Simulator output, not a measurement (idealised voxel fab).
The name of this process module is voxel self aligned contacts.
The width of the displayed cross-section, cut, is 280 nm; its cells are square, with a size of 5 nm.
Bands, listed from the top down, are how a cross-section gets written in this document; the cross-section itself is a grid of square cells, and a band is one or more rows of them.
In this notation a band is specified by the heights of its top and bottom, in that order and in nm, after which its materials appear from left to right, each paired with its width in nm. The word "all across" attached to a single material means that material fills the band from edge to edge; the word "empty" stands for empty space.
Below 0: as-received wafer, all one material; heights counted from there. Lowest band: no bottom, goes on down, written "0 and below".
Graded width ("30..40"): value in top row of band = first number; value in bottom row = second number; row-to-row change constant.
Where a step carries "no modification", the cross-section came out of it unchanged, cell for cell.
Closed-off voids of 8+ cells (no open route to the top) go in "Completely enclosed voids", written width x height at distance from the left edge, in nm.
Whatever follows a step's settings on its line is a remark the simulator itself makes about that step.
overlay nm: step with mask; distance mask lay right of planned place; negative value = left of planned place.
**Listed below are the process steps as planned**
| 1 | RECEIVE (material Si) |
| 2 | CONFORMAL_DEP (material SiO2; thk nm 5) |
| 3 | DIRECTIONAL_DEP (material polySi; thk nm 30) |
| 4 | DIRECTIONAL_DEP (material SiN; thk nm 15) |
| 5 | MASKED_ETCH (tone cover; mask id GATE; width nm 25; pitch nm 60; etch materials SiN; depth nm 15; overlay nm 0) |
| 6 | MASKED_ETCH (tone cover; mask id GATE; width nm 25; pitch nm 60; etch materials polySi; depth nm 30; overlay nm 0) |
| 7 | CONFORMAL_DEP (material SiN; thk nm 5) |
| 8 | DIRECTIONAL_ETCH (etch materials SiN; depth nm 5) |
| 9 | FILL_DEP (material SiO2; thk nm 20) |
| 10 | CMP (height nm 60) |
| 11 | PATTERN (tone open; mask id CONTACT; material resist; width nm 45; thk nm 15; overlay nm 0) |
| 12 | DIRECTIONAL_ETCH (etch materials SiO2; depth nm 60) |
| 13 | STRIP (etch materials resist) |
| 14 | CONFORMAL_DEP (material TiN; thk nm 5) |
| 15 | FILL_DEP (material Ru; thk nm 5) |
| 16 | CMP (height nm 60) |
| 17 | CONFORMAL_DEP (material SiN; thk nm 5) |
**Wafer at receipt (post step 1), cross-section**
* 0 and below  Si all across
* Completely enclosed voids: none
**first wafer at the end, as planned**
* 65 down to 60  SiN all across
* 60 down to 50  115 of SiO2 / 5..15 of TiN / 35..15 of Ru / 5..15 of TiN / 120 of SiO2
* 50 down to 35  90 of SiO2 / 35 of SiN / 5 of TiN / 15 of Ru / 5 of TiN / 35 of SiN / 95 of SiO2
* 35 down to 5  90 of SiO2 / 5 of SiN / 25 of polySi / 5 of SiN / 5 of TiN / 15 of Ru / 5 of TiN / 5 of SiN / 25 of polySi / 5 of SiN / 95 of SiO2
* 5 down to 0  125 of SiO2 / 25 of TiN / 130 of SiO2
* 0 and below  Si all across
* Completely enclosed voids: none
**Here's the second of our two wafers sectioned at module end. Same start as the first, same plan, but one mistake got made running it**
* 65 down to 60  SiN all across
* 60 down to 50  115 of SiO2 / 5 of TiN / 35 of Ru / 5 of TiN / 120 of SiO2
* 50 down to 45  115 of SiO2 / 10 of TiN / 25 of Ru / 10 of TiN / 120 of SiO2
* 45 down to 35  95 of SiO2 / 25 of SiN / 5 of TiN / 25 of Ru / 5 of TiN / 25 of SiN / 100 of SiO2
* 35 down to 5  95 of SiO2 / 25 of polySi / 5 of TiN / 25 of Ru / 5 of TiN / 25 of polySi / 100 of SiO2
* 5 down to 0  120 of SiO2 / 35 of TiN / 125 of SiO2
* 0 and below  Si all across
* Completely enclosed voids: none
What was done differently from what was planned? step 7 of the plan never got run, it was skipped over
Final cells, second wafer relative to first, materials higher or lower: Ru +22 | SiN -46 | SiO2 +24
